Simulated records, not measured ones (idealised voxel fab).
A process module follows: voxel double patterning.
Cross-section cut spans 175 nm and uses square cells 5 nm in size.
In what follows, cross-sections appear as grids of square cells, described through bands that run from the top down, where every band is one or more rows of cells.
For a band, the entry starts with two heights in nm, that of the top and then that of the bottom, and carries on with the band's materials in order from left to right, each alongside its width in nm; the word "everywhere" beside a single material means it fills the band edge to edge, and "empty" means empty space.
Height reference: 0 = level under which incoming wafer is all one material. Lowest band: no bottom, runs on downward, e.g. "0 -> down".
The width entry "30..40" should be interpreted row by row: the top row of cells in the band takes the first number, the bottom row takes the second number, and the change between adjacent rows is uniform throughout.
For the purposes of this document, the phrase "no modifications" attached to a step denotes that no cell within the cross-section was modified by that step.
"Voids, sealed" specifies each empty space that is not open to the top and that occupies no fewer than 8 cells, using the form width x height at distance, the distance measured from the left edge and all three quantities in nm.
Note: text after step settings on the step line = simulator remark on that step.
overlay nm: mask offset rightward from planned place, masked step; negative means leftward offset.

**Process steps foreseen in the plan**
step 1: RECEIVE,material Si
step 2: CONFORMAL_DEP,material SiN,thk nm 10
step 3: DIRECTIONAL_DEP,material SiO2,thk nm 15
step 4: DIRECTIONAL_DEP,material SiCN,thk nm 10
step 5: DIRECTIONAL_DEP,material aC,thk nm 10
step 6: PATTERN,tone open,mask id FIRST,material resist,width nm 15,pitch nm 50,thk nm 30,overlay nm 0
step 7: DIRECTIONAL_ETCH,etch materials aC,depth nm 10
step 8: STRIP,etch materials resist
step 9: DIRECTIONAL_ETCH,etch materials SiCN,depth nm 10
step 10: STRIP,etch materials aC
step 11: MASKED_ETCH,tone open,mask id SECOND,width nm 15,pitch nm 50,etch materials SiCN,depth nm 10,overlay nm 0
step 12: DIRECTIONAL_ETCH,etch materials SiO2,depth nm 15
step 13: STRIP,etch materials SiCN

**What follows covers the first of two wafers; it ran as planned**

**Wafer as received: cross-section following step 1**
  0 -> down: Si everywhere
  Voids, sealed: none

**The wafer, seen in cross-section, after step 2**
  10 -> 0: SiN everywhere
  Rest of section, below 0: as before.

**The wafer, seen in cross-section, after step 3**
  25 -> 10: SiO2 everywhere
  Rest of section, below 10: as before.

**The wafer, seen in cross-section, after step 4**
  35 -> 25: SiCN everywhere
  Rest of section, below 25: as before.

**The wafer, seen in cross-section, after step 5**
  45 -> 35: aC everywhere
  Rest of section, below 35: as before.

**The wafer, seen in cross-section, after step 6**
  75 -> 45: resist: 30  empty: 15  resist: 35  empty: 15  resist: 35  empty: 15  resist: 30
  Rest of section, below 45: as before.

**The wafer, seen in cross-section, after step 7**
  65 -> 45: resist: 30  empty: 15  resist: 35  empty: 15  resist: 35  empty: 15  resist: 30
  45 -> 35: aC: 30  empty: 15  aC: 35  empty: 15  aC: 35  empty: 15  aC: 30
  Rest of section, below 35: as before.

**The wafer, seen in cross-section, after step 8**
  45 -> 35: aC: 30  empty: 15  aC: 35  empty: 15  aC: 35  empty: 15  aC: 30
  Rest of section, below 35: as before.

**The wafer, seen in cross-section, after step 9**
  45 -> 35: aC: 30  empty: 15  aC: 35  empty: 15  aC: 35  empty: 15  aC: 30
  35 -> 25: SiCN: 30  empty: 15  SiCN: 35  empty: 15  SiCN: 35  empty: 15  SiCN: 30
  Rest of section, below 25: as before.

**The wafer, seen in cross-section, after step 10**
  35 -> 25: SiCN: 30  empty: 15  SiCN: 35  empty: 15  SiCN: 35  empty: 15  SiCN: 30
  Rest of section, below 25: as before.

**The wafer, seen in cross-section, after step 11**
  35 -> 25: SiCN: 30  empty: 15  SiCN: 10  empty: 15  SiCN: 10  empty: 15  SiCN: 10  empty: 15  SiCN: 10  empty: 15  SiCN: 30
  Rest of section, below 25: as before.

**The wafer, seen in cross-section, after step 12**
  35 -> 25: SiCN: 30  empty: 15  SiCN: 10  empty: 15  SiCN: 10  empty: 15  SiCN: 10  empty: 15  SiCN: 10  empty: 15  SiCN: 30
  25 -> 10: SiO2: 30  empty: 15  SiO2: 10  empty: 15  SiO2: 10  empty: 15  SiO2: 10  empty: 15  SiO2: 10  empty: 15  SiO2: 30
  Rest of section, below 10: as before.

**The wafer, seen in cross-section, after step 13**
  25 -> 10: SiO2: 30  empty: 15  SiO2: 10  empty: 15  SiO2: 10  empty: 15  SiO2: 10  empty: 15  SiO2: 10  empty: 15  SiO2: 30
  Rest of section, below 10: as before.

**Wafer two. Same start, same plan, one slip in execution. Same as wafer one through step 1, inclusive**

**X-section, second wafer, when step 2 was due to finish**
  15 -> 0: SiO2 everywhere
  Rest of section, below 0: as before.

**X-section, second wafer, when step 3 was due to finish**
  25 -> 15: SiN everywhere
  Rest of section, below 15: as before.

**X-section, second wafer, when step 4 was due to finish**
  35 -> 25: SiCN everywhere
  Rest of section, below 25: as before.

**X-section, second wafer, when step 5 was due to finish**
  45 -> 35: aC everywhere
  Rest of section, below 35: as before.

**X-section, second wafer, when step 6 was due to finish**
  75 -> 45: resist: 30  empty: 15  resist: 35  empty: 15  resist: 35  empty: 15  resist: 30
  Rest of section, below 45: as before.

**X-section, second wafer, when step 7 was due to finish**
  65 -> 45: resist: 30  empty: 15  resist: 35  empty: 15  resist: 35  empty: 15  resist: 30
  45 -> 35: aC: 30  empty: 15  aC: 35  empty: 15  aC: 35  empty: 15  aC: 30
  Rest of section, below 35: as before.

**X-section, second wafer, when step 8 was due to finish**
  45 -> 35: aC: 30  empty: 15  aC: 35  empty: 15  aC: 35  empty: 15  aC: 30
  Rest of section, below 35: as before.

**X-section, second wafer, when step 9 was due to finish**
  45 -> 35: aC: 30  empty: 15  aC: 35  empty: 15  aC: 35  empty: 15  aC: 30
  35 -> 25: SiCN: 30  empty: 15  SiCN: 35  empty: 15  SiCN: 35  empty: 15  SiCN: 30
  Rest of section, below 25: as before.

**X-section, second wafer, when step 10 was due to finish**
  35 -> 25: SiCN: 30  empty: 15  SiCN: 35  empty: 15  SiCN: 35  empty: 15  SiCN: 30
  Rest of section, below 25: as before.

**X-section, second wafer, when step 11 was due to finish**
  35 -> 25: SiCN: 30  empty: 15  SiCN: 10  empty: 15  SiCN: 10  empty: 15  SiCN: 10  empty: 15  SiCN: 10  empty: 15  SiCN: 30
  Rest of section, below 25: as before.

X-section, second wafer, when step 12 was due to finish: no modifications

**X-section, second wafer, when step 13 was due to finish**
  25 -> 15: SiN everywhere
  Rest of section, below 15: as before.
Finding, execution versus plan: steps 2 and 3 were swapped
Final cells, second wafer relative to first, materials higher or lower: SiO2 +45
